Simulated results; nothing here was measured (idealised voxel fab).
process module | voxel transistor to metal
cross-section cut | 155 nm wide | cells 5 nm
A cross-section is a grid of square cells, given in bands from the top down. A band is one or more rows of cells.
Each band's line starts with the height of the band's top and of its bottom, in nm. Then come its materials from left to right, each with its width in nm. One material with "throughout" fills the band from edge to edge. "air" is empty space.
Height 0 is the level under which the wafer as received is all one material. The lowest band goes on downwards, as in "0 down".
A width such as "30 to 40" changes by the same amount from each row of cells to the next, from the band's top row to its bottom row.
"no change" after a step means that no cell of the cross-section changed.
closed voids: empty space of 8 cells or more with no open way to the top, each as width x height at its distance from the left edge, in nm
after a step's settings: what the simulator itself notes on the step
overlay nm, on a step with a mask: how far to the right of its planned place the mask lay; to the left if negative
plan
1 op RECEIVE | material Si
2 op OXIDIZE | depth nm 5
3 op CONFORMAL_DEP | material SiN | thk nm 10
4 op MASKED_ETCH | tone cover | mask id ACTIVE | width nm 120 | etch materials SiN | depth nm 10 | overlay nm 0
5 op MASKED_ETCH | tone cover | mask id ACTIVE | width nm 120 | etch materials SiO2 | depth nm 5 | overlay nm 0
6 op MASKED_ETCH | tone cover | mask id ACTIVE | width nm 120 | etch materials Si | depth nm 20 | overlay nm 0
7 op FILL_DEP | material SiO2 | thk nm 15
8 op CMP | height nm 10
9 op SELECTIVE_ETCH | etch materials SiO2 | depth nm 10
10 op STRIP | etch materials SiN
11 op SELECTIVE_ETCH | etch materials SiO2 | depth nm 5
12 op OXIDIZE | depth nm 5
13 op DIRECTIONAL_DEP | material polySi | thk nm 20
14 op DIRECTIONAL_DEP | material SiCN | thk nm 10
15 op MASKED_ETCH | tone cover | mask id GATE | width nm 30 | etch materials SiCN | depth nm 20 | overlay nm 0
16 op MASKED_ETCH | tone cover | mask id GATE | width nm 30 | etch materials polySi | depth nm 30 | overlay nm 0
17 op CONFORMAL_DEP | material SiN | thk nm 10
18 op DIRECTIONAL_ETCH | etch materials SiN | depth nm 10
19 op DIRECTIONAL_ETCH | etch materials SiO2 | depth nm 5
20 op EPI | material pSi | thk nm 5
21 op FILL_DEP | material SiO2 | thk nm 5
22 op CMP | height nm 15
23 op STRIP | etch materials polySi
24 op SELECTIVE_ETCH | etch materials SiO2 | depth nm 5
25 op CONFORMAL_DEP | material HfO2 | thk nm 5
26 op CONFORMAL_DEP | material TiN | thk nm 5
27 op FILL_DEP | material W | thk nm 10
28 op CMP | height nm 10
29 op DIRECTIONAL_DEP | material SiO2 | thk nm 15
30 op PATTERN | tone open | mask id CONTACT | material resist | width nm 20 | pitch nm 80 | thk nm 15 | overlay nm 0
31 op DIRECTIONAL_ETCH | etch materials SiO2 | depth nm 30
32 op STRIP | etch materials resist
33 op CONFORMAL_DEP | material TiN | thk nm 5
34 op FILL_DEP | material W | thk nm 5
35 op CMP | height nm 25
36 op DIRECTIONAL_DEP | material TiN | thk nm 5
37 op DIRECTIONAL_DEP | material Ru | thk nm 20
38 op PATTERN | tone cover | mask id METAL_1 | material resist | width nm 20 | pitch nm 80 | thk nm 15 | overlay nm 0
39 op DIRECTIONAL_ETCH | etch materials Ru | depth nm 20
40 op DIRECTIONAL_ETCH | etch materials TiN | depth nm 5
41 op STRIP | etch materials resist
42 op FILL_DEP | material lowk | thk nm 5
43 op CMP | height nm 50
44 op CONFORMAL_DEP | material SiCN | thk nm 5
first wafer, as planned
as received, after step 1
  0 down: Si throughout
  closed voids: none
after step 2
  0 to -5: SiO2 throughout
  below -5: unchanged
after step 3
  10 to 0: SiN throughout
  below 0: unchanged
after step 4
  10 to 0: air 15 | SiN 120 | air 20
  below 0: unchanged
after step 5
  10 to 0: air 15 | SiN 120 | air 20
  0 to -5: air 15 | SiO2 120 | air 20
  below -5: unchanged
after step 6
  10 to 0: air 15 | SiN 120 | air 20
  0 to -5: air 15 | SiO2 120 | air 20
  -5 to -25: air 15 | Si 120 | air 20
  below -25: unchanged
after step 7
  25 to 10: SiO2 throughout
  10 to 0: SiO2 15 | SiN 120 | SiO2 20
  0 to -5: SiO2 throughout
  -5 to -25: SiO2 15 | Si 120 | SiO2 20
  below -25: unchanged
after step 8
  10 to 0: SiO2 15 | SiN 120 | SiO2 20
  below 0: unchanged
after step 9
  10 to 0: air 15 | SiN 120 | air 20
  below 0: unchanged
after step 10
  0 to -5: SiO2 throughout
  below -5: unchanged
after step 11
  -5 to -25: SiO2 15 | Si 120 | SiO2 20
  below -25: unchanged
after step 12
  -5 to -10: SiO2 throughout
  below -10: unchanged
after step 13
  15 to -5: polySi throughout
  below -5: unchanged
after step 14
  25 to 15: SiCN throughout
  below 15: unchanged
after step 15
  25 to 15: air 60 | SiCN 30 | air 65
  below 15: unchanged
after step 16
  25 to 15: air 60 | SiCN 30 | air 65
  15 to -5: air 60 | polySi 30 | air 65
  below -5: unchanged
after step 17
  35 to 25: air 50 | SiN 50 | air 55
  25 to 15: air 50 | SiN 10 | SiCN 30 | SiN 10 | air 55
  15 to 5: air 50 | SiN 10 | polySi 30 | SiN 10 | air 55
  5 to -5: SiN 60 | polySi 30 | SiN 65
  below -5: unchanged
after step 18
  25 to 15: air 50 | SiN 10 | SiCN 30 | SiN 10 | air 55
  15 to -5: air 50 | SiN 10 | polySi 30 | SiN 10 | air 55
  below -5: unchanged
after step 19
  25 to 15: air 50 | SiN 10 | SiCN 30 | SiN 10 | air 55
  15 to -5: air 50 | SiN 10 | polySi 30 | SiN 10 | air 55
  -5 to -10: air 50 | SiO2 50 | air 55
  below -10: unchanged
after step 20
  25 to 15: air 50 | SiN 10 | SiCN 30 | SiN 10 | air 55
  15 to -5: air 50 | SiN 10 | polySi 30 | SiN 10 | air 55
  -5 to -10: air 10 | pSi 40 | SiO2 50 | pSi 40 | air 15
  below -10: unchanged
after step 21
  30 to 25: SiO2 throughout
  25 to 15: SiO2 50 | SiN 10 | SiCN 30 | SiN 10 | SiO2 55
  15 to -5: SiO2 50 | SiN 10 | polySi 30 | SiN 10 | SiO2 55
  -5 to -10: SiO2 10 | pSi 40 | SiO2 50 | pSi 40 | SiO2 15
  below -10: unchanged
after step 22
  15 to -5: SiO2 50 | SiN 10 | polySi 30 | SiN 10 | SiO2 55
  below -5: unchanged
after step 23
  15 to -5: SiO2 50 | SiN 10 | air 30 | SiN 10 | SiO2 55
  below -5: unchanged
after step 24
  15 to 10: air 50 | SiN 10 | air 30 | SiN 10 | air 55
  10 to -5: SiO2 50 | SiN 10 | air 30 | SiN 10 | SiO2 55
  -5 to -10: SiO2 10 | pSi 40 | SiO2 5 | air 40 | SiO2 5 | pSi 40 | SiO2 15
  below -10: unchanged
after step 25
  20 to 15: air 45 | HfO2 20 | air 20 | HfO2 20 | air 50
  15 to 10: HfO2 50 | SiN 10 | HfO2 5 | air 20 | HfO2 5 | SiN 10 | HfO2 55
  10 to -5: SiO2 50 | SiN 10 | HfO2 5 | air 20 | HfO2 5 | SiN 10 | SiO2 55
  -5 to -10: SiO2 10 | pSi 40 | SiO2 5 | HfO2 40 | SiO2 5 | pSi 40 | SiO2 15
  below -10: unchanged
after step 26
  25 to 20: air 40 | TiN 30 | air 10 | TiN 30 | air 45
  20 to 15: TiN 45 | HfO2 20 | TiN 5 | air 10 | TiN 5 | HfO2 20 | TiN 50
  15 to 10: HfO2 50 | SiN 10 | HfO2 5 | TiN 5 | air 10 | TiN 5 | HfO2 5 | SiN 10 | HfO2 55
  10 to 0: SiO2 50 | SiN 10 | HfO2 5 | TiN 5 | air 10 | TiN 5 | HfO2 5 | SiN 10 | SiO2 55
  0 to -5: SiO2 50 | SiN 10 | HfO2 5 | TiN 20 | HfO2 5 | SiN 10 | SiO2 55
  below -5: unchanged
after step 27
  35 to 25: W throughout
  25 to 20: W 40 | TiN 30 | W 10 | TiN 30 | W 45
  20 to 15: TiN 45 | HfO2 20 | TiN 5 | W 10 | TiN 5 | HfO2 20 | TiN 50
  15 to 10: HfO2 50 | SiN 10 | HfO2 5 | TiN 5 | W 10 | TiN 5 | HfO2 5 | SiN 10 | HfO2 55
  10 to 0: SiO2 50 | SiN 10 | HfO2 5 | TiN 5 | W 10 | TiN 5 | HfO2 5 | SiN 10 | SiO2 55
  below 0: unchanged
after step 28
  10 to 0: SiO2 50 | SiN 10 | HfO2 5 | TiN 5 | W 10 | TiN 5 | HfO2 5 | SiN 10 | SiO2 55
  below 0: unchanged
after step 29
  25 to 10: SiO2 throughout
  below 10: unchanged
after step 30
  40 to 25: resist 25 | air 20 | resist 60 | air 20 | resist 30
  below 25: unchanged
after step 31
  40 to 25: resist 25 | air 20 | resist 60 | air 20 | resist 30
  25 to 10: SiO2 25 | air 20 | SiO2 60 | air 20 | SiO2 30
  10 to 0: SiO2 25 | air 20 | SiO2 5 | SiN 10 | HfO2 5 | TiN 5 | W 10 | TiN 5 | HfO2 5 | SiN 10 | SiO2 5 | air 20 | SiO2 30
  0 to -5: SiO2 25 | air 20 | SiO2 5 | SiN 10 | HfO2 5 | TiN 20 | HfO2 5 | SiN 10 | SiO2 5 | air 20 | SiO2 30
  below -5: unchanged
after step 32
  25 to 10: SiO2 25 | air 20 | SiO2 60 | air 20 | SiO2 30
  below 10: unchanged
after step 33
  30 to 25: TiN 30 | air 10 | TiN 70 | air 10 | TiN 35
  25 to 10: SiO2 25 | TiN 5 | air 10 | TiN 5 | SiO2 60 | TiN 5 | air 10 | TiN 5 | SiO2 30
  10 to 0: SiO2 25 | TiN 5 | air 10 | TiN 5 | SiO2 5 | SiN 10 | HfO2 5 | TiN 5 | W 10 | TiN 5 | HfO2 5 | SiN 10 | SiO2 5 | TiN 5 | air 10 | TiN 5 | SiO2 30
  0 to -5: SiO2 25 | TiN 20 | SiO2 5 | SiN 10 | HfO2 5 | TiN 20 | HfO2 5 | SiN 10 | SiO2 5 | TiN 20 | SiO2 30
  below -5: unchanged
after step 34
  35 to 30: W throughout
  30 to 25: TiN 30 | W 10 | TiN 70 | W 10 | TiN 35
  25 to 10: SiO2 25 | TiN 5 | W 10 | TiN 5 | SiO2 60 | TiN 5 | W 10 | TiN 5 | SiO2 30
  10 to 0: SiO2 25 | TiN 5 | W 10 | TiN 5 | SiO2 5 | SiN 10 | HfO2 5 | TiN 5 | W 10 | TiN 5 | HfO2 5 | SiN 10 | SiO2 5 | TiN 5 | W 10 | TiN 5 | SiO2 30
  below 0: unchanged
after step 35
  25 to 10: SiO2 25 | TiN 5 | W 10 | TiN 5 | SiO2 60 | TiN 5 | W 10 | TiN 5 | SiO2 30
  below 10: unchanged
after step 36
  30 to 25: TiN throughout
  below 25: unchanged
after step 37
  50 to 30: Ru throughout
  below 30: unchanged
after step 38
  65 to 50: air 25 | resist 20 | air 60 | resist 20 | air 30
  below 50: unchanged
after step 39
  65 to 50: air 25 | resist 20 | air 60 | resist 20 | air 30
  50 to 30: air 25 | Ru 20 | air 60 | Ru 20 | air 30
  below 30: unchanged
after step 40
  65 to 50: air 25 | resist 20 | air 60 | resist 20 | air 30
  50 to 30: air 25 | Ru 20 | air 60 | Ru 20 | air 30
  30 to 25: air 25 | TiN 20 | air 60 | TiN 20 | air 30
  below 25: unchanged
after step 41
  50 to 30: air 25 | Ru 20 | air 60 | Ru 20 | air 30
  below 30: unchanged
after step 42
  55 to 50: lowk throughout
  50 to 30: lowk 25 | Ru 20 | lowk 60 | Ru 20 | lowk 30
  30 to 25: lowk 25 | TiN 20 | lowk 60 | TiN 20 | lowk 30
  below 25: unchanged
after step 43
  50 to 30: lowk 25 | Ru 20 | lowk 60 | Ru 20 | lowk 30
  below 30: unchanged
after step 44
  55 to 50: SiCN throughout
  below 50: unchanged
second wafer: like start, like plan, one mistake. Through step 37 it matches the first wafer
when step 38 should have ended
  65 to 50: air 30 | resist 20 | air 60 | resist 20 | air 25
  below 50: unchanged
when step 39 should have ended
  65 to 50: air 30 | resist 20 | air 60 | resist 20 | air 25
  50 to 30: air 30 | Ru 20 | air 60 | Ru 20 | air 25
  below 30: unchanged
when step 40 should have ended
  65 to 50: air 30 | resist 20 | air 60 | resist 20 | air 25
  50 to 30: air 30 | Ru 20 | air 60 | Ru 20 | air 25
  30 to 25: air 30 | TiN 20 | air 60 | TiN 20 | air 25
  below 25: unchanged
when step 41 should have ended
  50 to 30: air 30 | Ru 20 | air 60 | Ru 20 | air 25
  below 30: unchanged
when step 42 should have ended
  55 to 50: lowk throughout
  50 to 30: lowk 30 | Ru 20 | lowk 60 | Ru 20 | lowk 25
  30 to 25: lowk 30 | TiN 20 | lowk 60 | TiN 20 | lowk 25
  below 25: unchanged
when step 43 should have ended
  50 to 30: lowk 30 | Ru 20 | lowk 60 | Ru 20 | lowk 25
  below 30: unchanged
when step 44 should have ended
  55 to 50: SiCN throughout
  below 50: unchanged
what went wrong: step 38 ran as: op PATTERN | tone cover | mask id METAL_1 | material resist | width nm 20 | pitch nm 80 | thk nm 15 | overlay nm 5
at the end the second wafer has, in cells: as many of each material as the first, in other places
